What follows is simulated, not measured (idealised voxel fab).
Process module in this document: voxel self aligned contacts
Each square cell in cross-section cut measures 5 nm, and the section as a whole is 240 nm wide.
Cross-section = grid of square cells, listed top down in bands; band = one or more rows.
It is stipulated that each band's entry specify, in nanometres, the height of the top of the band and then that of its bottom, followed by the materials of the band in left-to-right sequence, each together with its width in nanometres. A single material marked by the word "throughout" is understood to fill the band from edge to edge; the word "air" is understood to denote empty space.
Note: height 0 marks the level under which the wafer is uniformly one material as received. Lowest band unbounded below, written "0 -> down".
Width "30..40": first value at the band's top row of cells, second value at its bottom row, equal change from row to row.
For the purposes of this document, the phrase "no alteration" attached to a step denotes that no cell within the cross-section was modified by that step.
What "Non-vented voids" gives you is every empty space of 8 cells or more that is cut off from the top. Each appears as width x height at distance, with the distance taken from the left edge and width, height and distance all in nm.
Heads up: the bit after the settings on a step's line is the simulator's remark on that step.
A step's line can hold "overlay nm"; with a mask on that step, the setting says how far right of the planned place the mask lay, while a negative setting says it lay to the left.

**plan**
- 1: RECEIVE,material Si
- 2: OXIDIZE,depth nm 5
- 3: DIRECTIONAL_DEP,material polySi,thk nm 20
- 4: DIRECTIONAL_DEP,material SiN,thk nm 20
- 5: DIRECTIONAL_DEP,material aC,thk nm 15
- 6: PATTERN,tone cover,mask id GATE,material resist,width nm 30,pitch nm 70,thk nm 30,overlay nm 0
- 7: DIRECTIONAL_ETCH,etch materials aC,depth nm 15
- 8: STRIP,etch materials resist
- 9: DIRECTIONAL_ETCH,etch materials SiN,depth nm 20
- 10: DIRECTIONAL_ETCH,etch materials polySi,depth nm 20
- 11: STRIP,etch materials aC
- 12: CONFORMAL_DEP,material SiN,thk nm 10
- 13: DIRECTIONAL_ETCH,etch materials SiN,depth nm 10
- 14: FILL_DEP,material SiO2,thk nm 20
- 15: CMP,height nm 50
- 16: PATTERN,tone open,mask id CONTACT,material resist,width nm 50,thk nm 20,overlay nm 0
- 17: DIRECTIONAL_ETCH,etch materials SiO2,depth nm 55
- 18: STRIP,etch materials resist
- 19: CONFORMAL_DEP,material TiN,thk nm 5
- 20: FILL_DEP,material W,thk nm 10
- 21: CMP,height nm 50
- 22: CONFORMAL_DEP,material SiCN,thk nm 5

**What follows covers the first of two wafers; it ran as planned**

**Delivered wafer in cross-section: state after step 1**
0 -> down = Si throughout
Non-vented voids: none

**Cross-section through the wafer, step 2 finished**
0 -> -5 = SiO2 throughout
Below -5, the layers are the same as they were.

**Cross-section through the wafer, step 3 finished**
20 -> 0 = polySi throughout
Below 0, the layers are the same as they were.

**Cross-section through the wafer, step 4 finished**
40 -> 20 = SiN throughout
Below 20, the layers are the same as they were.

**Cross-section through the wafer, step 5 finished**
55 -> 40 = aC throughout
Below 40, the layers are the same as they were.

**Cross-section through the wafer, step 6 finished**
85 -> 55 = air 70 nm, then resist 30 nm, then air 40 nm, then resist 30 nm, then air 70 nm
Below 55, the layers are the same as they were.

**Cross-section through the wafer, step 7 finished**
70 -> 55 = air 70 nm, then resist 30 nm, then air 40 nm, then resist 30 nm, then air 70 nm
55 -> 40 = air 70 nm, then aC 30 nm, then air 40 nm, then aC 30 nm, then air 70 nm
Below 40, the layers are the same as they were.

**Cross-section through the wafer, step 8 finished**
55 -> 40 = air 70 nm, then aC 30 nm, then air 40 nm, then aC 30 nm, then air 70 nm
Below 40, the layers are the same as they were.

**Cross-section through the wafer, step 9 finished**
55 -> 40 = air 70 nm, then aC 30 nm, then air 40 nm, then aC 30 nm, then air 70 nm
40 -> 20 = air 70 nm, then SiN 30 nm, then air 40 nm, then SiN 30 nm, then air 70 nm
Below 20, the layers are the same as they were.

**Cross-section through the wafer, step 10 finished**
55 -> 40 = air 70 nm, then aC 30 nm, then air 40 nm, then aC 30 nm, then air 70 nm
40 -> 20 = air 70 nm, then SiN 30 nm, then air 40 nm, then SiN 30 nm, then air 70 nm
20 -> 0 = air 70 nm, then polySi 30 nm, then air 40 nm, then polySi 30 nm, then air 70 nm
Below 0, the layers are the same as they were.

**Cross-section through the wafer, step 11 finished**
40 -> 20 = air 70 nm, then SiN 30 nm, then air 40 nm, then SiN 30 nm, then air 70 nm
Below 20, the layers are the same as they were.

**Cross-section through the wafer, step 12 finished**
50 -> 20 = air 60 nm, then SiN 50 nm, then air 20 nm, then SiN 50 nm, then air 60 nm
20 -> 10 = air 60 nm, then SiN 10 nm, then polySi 30 nm, then SiN 10 nm, then air 20 nm, then SiN 10 nm, then polySi 30 nm, then SiN 10 nm, then air 60 nm
10 -> 0 = SiN 70 nm, then polySi 30 nm, then SiN 40 nm, then polySi 30 nm, then SiN 70 nm
Below 0, the layers are the same as they were.

**Cross-section through the wafer, step 13 finished**
40 -> 20 = air 60 nm, then SiN 50 nm, then air 20 nm, then SiN 50 nm, then air 60 nm
20 -> 0 = air 60 nm, then SiN 10 nm, then polySi 30 nm, then SiN 10 nm, then air 20 nm, then SiN 10 nm, then polySi 30 nm, then SiN 10 nm, then air 60 nm
Below 0, the layers are the same as they were.

**Cross-section through the wafer, step 14 finished**
60 -> 40 = SiO2 throughout
40 -> 20 = SiO2 60 nm, then SiN 50 nm, then SiO2 20 nm, then SiN 50 nm, then SiO2 60 nm
20 -> 0 = SiO2 60 nm, then SiN 10 nm, then polySi 30 nm, then SiN 10 nm, then SiO2 20 nm, then SiN 10 nm, then polySi 30 nm, then SiN 10 nm, then SiO2 60 nm
Below 0, the layers are the same as they were.

**Cross-section through the wafer, step 15 finished**
50 -> 40 = SiO2 throughout
Below 40, the layers are the same as they were.

**Cross-section through the wafer, step 16 finished**
70 -> 50 = resist 95 nm, then air 50 nm, then resist 95 nm
Below 50, the layers are the same as they were.

**Cross-section through the wafer, step 17 finished**
70 -> 50 = resist 95 nm, then air 50 nm, then resist 95 nm
50 -> 40 = SiO2 95 nm, then air 50 nm, then SiO2 95 nm
40 -> 20 = SiO2 60 nm, then SiN 50 nm, then air 20 nm, then SiN 50 nm, then SiO2 60 nm
20 -> 0 = SiO2 60 nm, then SiN 10 nm, then polySi 30 nm, then SiN 10 nm, then air 20 nm, then SiN 10 nm, then polySi 30 nm, then SiN 10 nm, then SiO2 60 nm
0 -> -5 = SiO2 110 nm, then air 20 nm, then SiO2 110 nm
Below -5, the layers are the same as they were.

**Cross-section through the wafer, step 18 finished**
50 -> 40 = SiO2 95 nm, then air 50 nm, then SiO2 95 nm
Below 40, the layers are the same as they were.

**Cross-section through the wafer, step 19 finished**
55 -> 50 = TiN 100 nm, then air 40 nm, then TiN 100 nm
50 -> 40 = SiO2 95 nm, then TiN 5..20 nm, then air 40..10 nm, then TiN 5..20 nm, then SiO2 95 nm
40 -> 20 = SiO2 60 nm, then SiN 50 nm, then TiN 5 nm, then air 10 nm, then TiN 5 nm, then SiN 50 nm, then SiO2 60 nm
20 -> 0 = SiO2 60 nm, then SiN 10 nm, then polySi 30 nm, then SiN 10 nm, then TiN 5 nm, then air 10 nm, then TiN 5 nm, then SiN 10 nm, then polySi 30 nm, then SiN 10 nm, then SiO2 60 nm
0 -> -5 = SiO2 110 nm, then TiN 20 nm, then SiO2 110 nm
Below -5, the layers are the same as they were.

**Cross-section through the wafer, step 20 finished**
65 -> 55 = W throughout
55 -> 50 = TiN 100 nm, then W 40 nm, then TiN 100 nm
50 -> 40 = SiO2 95 nm, then TiN 5..20 nm, then W 40..10 nm, then TiN 5..20 nm, then SiO2 95 nm
40 -> 20 = SiO2 60 nm, then SiN 50 nm, then TiN 5 nm, then W 10 nm, then TiN 5 nm, then SiN 50 nm, then SiO2 60 nm
20 -> 0 = SiO2 60 nm, then SiN 10 nm, then polySi 30 nm, then SiN 10 nm, then TiN 5 nm, then W 10 nm, then TiN 5 nm, then SiN 10 nm, then polySi 30 nm, then SiN 10 nm, then SiO2 60 nm
Below 0, the layers are the same as they were.

**Cross-section through the wafer, step 21 finished**
50 -> 40 = SiO2 95 nm, then TiN 5..20 nm, then W 40..10 nm, then TiN 5..20 nm, then SiO2 95 nm
Below 40, the layers are the same as they were.

**Cross-section through the wafer, step 22 finished**
55 -> 50 = SiCN throughout
Below 50, the layers are the same as they were.

**Second wafer. Start and plan as for the first. One mistake made in running. Agrees with the first up to and including step 2**

**Cross-section of the second wafer corresponding to the planned conclusion of step 3**
20 -> 0 = SiN throughout
Below 0, the layers are the same as they were.

**Cross-section of the second wafer corresponding to the planned conclusion of step 4**
40 -> 20 = polySi throughout
Below 20, the layers are the same as they were.

**Cross-section of the second wafer corresponding to the planned conclusion of step 5**
55 -> 40 = aC throughout
Below 40, the layers are the same as they were.

**Cross-section of the second wafer corresponding to the planned conclusion of step 6**
85 -> 55 = air 70 nm, then resist 30 nm, then air 40 nm, then resist 30 nm, then air 70 nm
Below 55, the layers are the same as they were.

**Cross-section of the second wafer corresponding to the planned conclusion of step 7**
70 -> 55 = air 70 nm, then resist 30 nm, then air 40 nm, then resist 30 nm, then air 70 nm
55 -> 40 = air 70 nm, then aC 30 nm, then air 40 nm, then aC 30 nm, then air 70 nm
Below 40, the layers are the same as they were.

**Cross-section of the second wafer corresponding to the planned conclusion of step 8**
55 -> 40 = air 70 nm, then aC 30 nm, then air 40 nm, then aC 30 nm, then air 70 nm
Below 40, the layers are the same as they were.

Cross-section of the second wafer corresponding to the planned conclusion of step 9: no alteration

**Cross-section of the second wafer corresponding to the planned conclusion of step 10**
55 -> 40 = air 70 nm, then aC 30 nm, then air 40 nm, then aC 30 nm, then air 70 nm
40 -> 20 = air 70 nm, then polySi 30 nm, then air 40 nm, then polySi 30 nm, then air 70 nm
Below 20, the layers are the same as they were.

**Cross-section of the second wafer corresponding to the planned conclusion of step 11**
40 -> 20 = air 70 nm, then polySi 30 nm, then air 40 nm, then polySi 30 nm, then air 70 nm
Below 20, the layers are the same as they were.

**Cross-section of the second wafer corresponding to the planned conclusion of step 12**
50 -> 40 = air 60 nm, then SiN 50 nm, then air 20 nm, then SiN 50 nm, then air 60 nm
40 -> 30 = air 60 nm, then SiN 10 nm, then polySi 30 nm, then SiN 10 nm, then air 20 nm, then SiN 10 nm, then polySi 30 nm, then SiN 10 nm, then air 60 nm
30 -> 20 = SiN 70 nm, then polySi 30 nm, then SiN 40 nm, then polySi 30 nm, then SiN 70 nm
Below 20, the layers are the same as they were.

**Cross-section of the second wafer corresponding to the planned conclusion of step 13**
40 -> 20 = air 60 nm, then SiN 10 nm, then polySi 30 nm, then SiN 10 nm, then air 20 nm, then SiN 10 nm, then polySi 30 nm, then SiN 10 nm, then air 60 nm
Below 20, the layers are the same as they were.

**Cross-section of the second wafer corresponding to the planned conclusion of step 14**
60 -> 40 = SiO2 throughout
40 -> 20 = SiO2 60 nm, then SiN 10 nm, then polySi 30 nm, then SiN 10 nm, then SiO2 20 nm, then SiN 10 nm, then polySi 30 nm, then SiN 10 nm, then SiO2 60 nm
Below 20, the layers are the same as they were.

**Cross-section of the second wafer corresponding to the planned conclusion of step 15**
50 -> 40 = SiO2 throughout
Below 40, the layers are the same as they were.

**Cross-section of the second wafer corresponding to the planned conclusion of step 16**
70 -> 50 = resist 95 nm, then air 50 nm, then resist 95 nm
Below 50, the layers are the same as they were.

**Cross-section of the second wafer corresponding to the planned conclusion of step 17**
70 -> 50 = resist 95 nm, then air 50 nm, then resist 95 nm
50 -> 40 = SiO2 95 nm, then air 50 nm, then SiO2 95 nm
40 -> 20 = SiO2 60 nm, then SiN 10 nm, then polySi 30 nm, then SiN 10 nm, then air 20 nm, then SiN 10 nm, then polySi 30 nm, then SiN 10 nm, then SiO2 60 nm
Below 20, the layers are the same as they were.

**Cross-section of the second wafer corresponding to the planned conclusion of step 18**
50 -> 40 = SiO2 95 nm, then air 50 nm, then SiO2 95 nm
Below 40, the layers are the same as they were.

**Cross-section of the second wafer corresponding to the planned conclusion of step 19**
55 -> 50 = TiN 100 nm, then air 40 nm, then TiN 100 nm
50 -> 40 = SiO2 95 nm, then TiN 5..20 nm, then air 40..10 nm, then TiN 5..20 nm, then SiO2 95 nm
40 -> 25 = SiO2 60 nm, then SiN 10 nm, then polySi 30 nm, then SiN 10 nm, then TiN 5 nm, then air 10 nm, then TiN 5 nm, then SiN 10 nm, then polySi 30 nm, then SiN 10 nm, then SiO2 60 nm
25 -> 20 = SiO2 60 nm, then SiN 10 nm, then polySi 30 nm, then SiN 10 nm, then TiN 20 nm, then SiN 10 nm, then polySi 30 nm, then SiN 10 nm, then SiO2 60 nm
Below 20, the layers are the same as they were.

**Cross-section of the second wafer corresponding to the planned conclusion of step 20**
65 -> 55 = W throughout
55 -> 50 = TiN 100 nm, then W 40 nm, then TiN 100 nm
50 -> 40 = SiO2 95 nm, then TiN 5..20 nm, then W 40..10 nm, then TiN 5..20 nm, then SiO2 95 nm
40 -> 25 = SiO2 60 nm, then SiN 10 nm, then polySi 30 nm, then SiN 10 nm, then TiN 5 nm, then W 10 nm, then TiN 5 nm, then SiN 10 nm, then polySi 30 nm, then SiN 10 nm, then SiO2 60 nm
Below 25, the layers are the same as they were.

**Cross-section of the second wafer corresponding to the planned conclusion of step 21**
50 -> 40 = SiO2 95 nm, then TiN 5..20 nm, then W 40..10 nm, then TiN 5..20 nm, then SiO2 95 nm
Below 40, the layers are the same as they were.

**Cross-section of the second wafer corresponding to the planned conclusion of step 22**
55 -> 50 = SiCN throughout
Below 50, the layers are the same as they were.
What broke from the plan during processing? note: step 3 <-> step 4, run order reversed vs plan
Final tally in cells, some materials are higher or lower on the second wafer than on the first: SiN +112 | SiO2 -92 | TiN -10 | W -10
